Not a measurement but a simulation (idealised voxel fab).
Proc. module: voxel self aligned vias
We display cut, a cross-section 140 nm in width whose square cells are each 5 nm.
Cross-section, as written here: a square-cell grid given band by band from the top down, where a band holds one or more rows of cells.
Read a band's entry like this: the first values are the height of its top and the height of its bottom in nm, and what follows is the sequence of materials from left to right, each with its width in nm. Note that "empty" is empty space, and that a single material marked "full width" reaches across the band from edge to edge.
Heights are expressed relative to 0, this being the level below which the as-received wafer comprises one material exclusively. The lowest band is unbounded in the downward direction and is denoted as in "0 down".
Think of "30..40" as a width that walks from the first number to the second as you go down the band, top row to bottom row, taking equal-sized steps from row to row.
Step note "nothing got changed" = no cross-section cell changed.
Voids not open to the top, 8 cells minimum: see "Closed void list". Written width x height at distance; distance is from the left edge; nm.
On each step's line, the part that comes after the settings is the simulator's own comment on the step.
"overlay nm" denotes, for a step that has a mask, the displacement of the mask to the right of its planned place, with negative values corresponding to the left.

[Set out below are the planned steps of the process]
- 1: op RECEIVE | material Si
- 2: op CONFORMAL_DEP | material SiO2 | thk nm 10
- 3: op CONFORMAL_DEP | material SiCN | thk nm 5
- 4: op DIRECTIONAL_DEP | material lowk | thk nm 30
- 5: op PATTERN | tone open | mask id LINES | material resist | width nm 30 | pitch nm 55 | thk nm 20 | overlay nm 0
- 6: op DIRECTIONAL_ETCH | etch materials lowk | depth nm 30
- 7: op STRIP | etch materials resist
- 8: op CONFORMAL_DEP | material TiN | thk nm 5
- 9: op FILL_DEP | material W | thk nm 10
- 10: op CMP | height nm 45
- 11: op SELECTIVE_ETCH | etch materials W Ru TiN | depth nm 5
- 12: op FILL_DEP | material SiN | thk nm 5
- 13: op CMP | height nm 45
- 14: op DIRECTIONAL_DEP | material lowk | thk nm 20
- 15: op DIRECTIONAL_DEP | material aC | thk nm 15
- 16: op PATTERN | tone open | mask id VIAS | material resist | width nm 40 | thk nm 30 | overlay nm 0
- 17: op DIRECTIONAL_ETCH | etch materials aC | depth nm 15
- 18: op STRIP | etch materials resist
- 19: op DIRECTIONAL_ETCH | etch materials lowk | depth nm 20
- 20: op DIRECTIONAL_ETCH | etch materials SiN | depth nm 5
- 21: op STRIP | etch materials aC
- 22: op CONFORMAL_DEP | material TiN | thk nm 5
- 23: op FILL_DEP | material W | thk nm 5
- 24: op CMP | height nm 65
- 25: op CONFORMAL_DEP | material SiN | thk nm 5

[First of two wafers: run as planned]

[So this is the incoming wafer in cross-section - it's already been through step 1]
> 0 down: Si full width
> Closed void list: none

[The wafer in cross-section once step 2 is complete]
> 10 to 0: SiO2 full width
> Unchanged below 0.

[The wafer in cross-section once step 3 is complete]
> 15 to 10: SiCN full width
> Unchanged below 10.

[The wafer in cross-section once step 4 is complete]
> 45 to 15: lowk full width
> Unchanged below 15.

[The wafer in cross-section once step 5 is complete]
> 65 to 45: resist=25 / empty=30 / resist=25 / empty=30 / resist=30
> Unchanged below 45.

[The wafer in cross-section once step 6 is complete]
> 65 to 45: resist=25 / empty=30 / resist=25 / empty=30 / resist=30
> 45 to 15: lowk=25 / empty=30 / lowk=25 / empty=30 / lowk=30
> Unchanged below 15.

[The wafer in cross-section once step 7 is complete]
> 45 to 15: lowk=25 / empty=30 / lowk=25 / empty=30 / lowk=30
> Unchanged below 15.

[The wafer in cross-section once step 8 is complete]
> 50 to 45: TiN=30 / empty=20 / TiN=35 / empty=20 / TiN=35
> 45 to 20: lowk=25 / TiN=5 / empty=20 / TiN=5 / lowk=25 / TiN=5 / empty=20 / TiN=5 / lowk=30
> 20 to 15: lowk=25 / TiN=30 / lowk=25 / TiN=30 / lowk=30
> Unchanged below 15.

[The wafer in cross-section once step 9 is complete]
> 60 to 50: W full width
> 50 to 45: TiN=30 / W=20 / TiN=35 / W=20 / TiN=35
> 45 to 20: lowk=25 / TiN=5 / W=20 / TiN=5 / lowk=25 / TiN=5 / W=20 / TiN=5 / lowk=30
> Unchanged below 20.

[The wafer in cross-section once step 10 is complete]
> 45 to 20: lowk=25 / TiN=5 / W=20 / TiN=5 / lowk=25 / TiN=5 / W=20 / TiN=5 / lowk=30
> Unchanged below 20.

[The wafer in cross-section once step 11 is complete]
> 45 to 40: lowk=25 / empty=30 / lowk=25 / empty=30 / lowk=30
> Unchanged below 40.

[The wafer in cross-section once step 12 is complete]
> 50 to 45: SiN full width
> 45 to 40: lowk=25 / SiN=30 / lowk=25 / SiN=30 / lowk=30
> Unchanged below 40.

[The wafer in cross-section once step 13 is complete]
> 45 to 40: lowk=25 / SiN=30 / lowk=25 / SiN=30 / lowk=30
> Unchanged below 40.

[The wafer in cross-section once step 14 is complete]
> 65 to 45: lowk full width
> Unchanged below 45.

[The wafer in cross-section once step 15 is complete]
> 80 to 65: aC full width
> Unchanged below 65.

[The wafer in cross-section once step 16 is complete]
> 110 to 80: resist=20 / empty=40 / resist=80
> Unchanged below 80.

[The wafer in cross-section once step 17 is complete]
> 95 to 80: resist=20 / empty=40 / resist=80
> 80 to 65: aC=20 / empty=40 / aC=80
> Unchanged below 65.

[The wafer in cross-section once step 18 is complete]
> 80 to 65: aC=20 / empty=40 / aC=80
> Unchanged below 65.

[The wafer in cross-section once step 19 is complete]
> 80 to 65: aC=20 / empty=40 / aC=80
> 65 to 45: lowk=20 / empty=40 / lowk=80
> Unchanged below 45.

[The wafer in cross-section once step 20 is complete]
> 80 to 65: aC=20 / empty=40 / aC=80
> 65 to 45: lowk=20 / empty=40 / lowk=80
> 45 to 40: lowk=25 / empty=30 / lowk=25 / SiN=30 / lowk=30
> Unchanged below 40.

[The wafer in cross-section once step 21 is complete]
> 65 to 45: lowk=20 / empty=40 / lowk=80
> Unchanged below 45.

[The wafer in cross-section once step 22 is complete]
> 70 to 65: TiN=25 / empty=30 / TiN=85
> 65 to 50: lowk=20 / TiN=5 / empty=30 / TiN=5 / lowk=80
> 50 to 45: lowk=20 / TiN=10 / empty=20 / TiN=10 / lowk=80
> 45 to 40: lowk=25 / TiN=30 / lowk=25 / SiN=30 / lowk=30
> Unchanged below 40.

[The wafer in cross-section once step 23 is complete]
> 75 to 70: W full width
> 70 to 65: TiN=25 / W=30 / TiN=85
> 65 to 50: lowk=20 / TiN=5 / W=30 / TiN=5 / lowk=80
> 50 to 45: lowk=20 / TiN=10 / W=20 / TiN=10 / lowk=80
> Unchanged below 45.

[The wafer in cross-section once step 24 is complete]
> 65 to 50: lowk=20 / TiN=5 / W=30 / TiN=5 / lowk=80
> Unchanged below 50.

[The wafer in cross-section once step 25 is complete]
> 70 to 65: SiN full width
> Unchanged below 65.

[second wafer: like start, like plan, one mistake. Through step 18 it matches the first wafer]

[Cross-sectional view of the second wafer at the intended end time of process step 19]
> 80 to 65: aC=20 / empty=40 / aC=80
> 65 to 45: lowk=20 / empty=40 / lowk=80
> 45 to 40: lowk=20 / empty=5 / SiN=30 / empty=5 / lowk=20 / SiN=30 / lowk=30
> 40 to 25: lowk=20 / empty=5 / TiN=5 / W=20 / TiN=5 / empty=5 / lowk=20 / TiN=5 / W=20 / TiN=5 / lowk=30
> Unchanged below 25.

[Cross-sectional view of the second wafer at the intended end time of process step 20]
> 80 to 65: aC=20 / empty=40 / aC=80
> 65 to 45: lowk=20 / empty=40 / lowk=80
> 45 to 40: lowk=20 / empty=40 / lowk=20 / SiN=30 / lowk=30
> Unchanged below 40.

[Cross-sectional view of the second wafer at the intended end time of process step 21]
> 65 to 45: lowk=20 / empty=40 / lowk=80
> Unchanged below 45.

[Cross-sectional view of the second wafer at the intended end time of process step 22]
> 70 to 65: TiN=25 / empty=30 / TiN=85
> 65 to 45: lowk=20 / TiN=5 / empty=30 / TiN=5 / lowk=80
> 45 to 40: lowk=20 / TiN=40 / lowk=20 / SiN=30 / lowk=30
> 40 to 25: lowk=20 / TiN=10 / W=20 / TiN=10 / lowk=20 / TiN=5 / W=20 / TiN=5 / lowk=30
> Unchanged below 25.

[Cross-sectional view of the second wafer at the intended end time of process step 23]
> 75 to 70: W full width
> 70 to 65: TiN=25 / W=30 / TiN=85
> 65 to 45: lowk=20 / TiN=5 / W=30 / TiN=5 / lowk=80
> Unchanged below 45.

[Cross-sectional view of the second wafer at the intended end time of process step 24]
> 65 to 45: lowk=20 / TiN=5 / W=30 / TiN=5 / lowk=80
> Unchanged below 45.

[Cross-sectional view of the second wafer at the intended end time of process step 25]
> 70 to 65: SiN full width
> Unchanged below 65.
Deviation noted in wafer processing: step 19 of the plan was twice carried out
Final tally in cells, some materials are higher or lower on the second wafer than on the first: +6 TiN | +2 W | -8 lowk
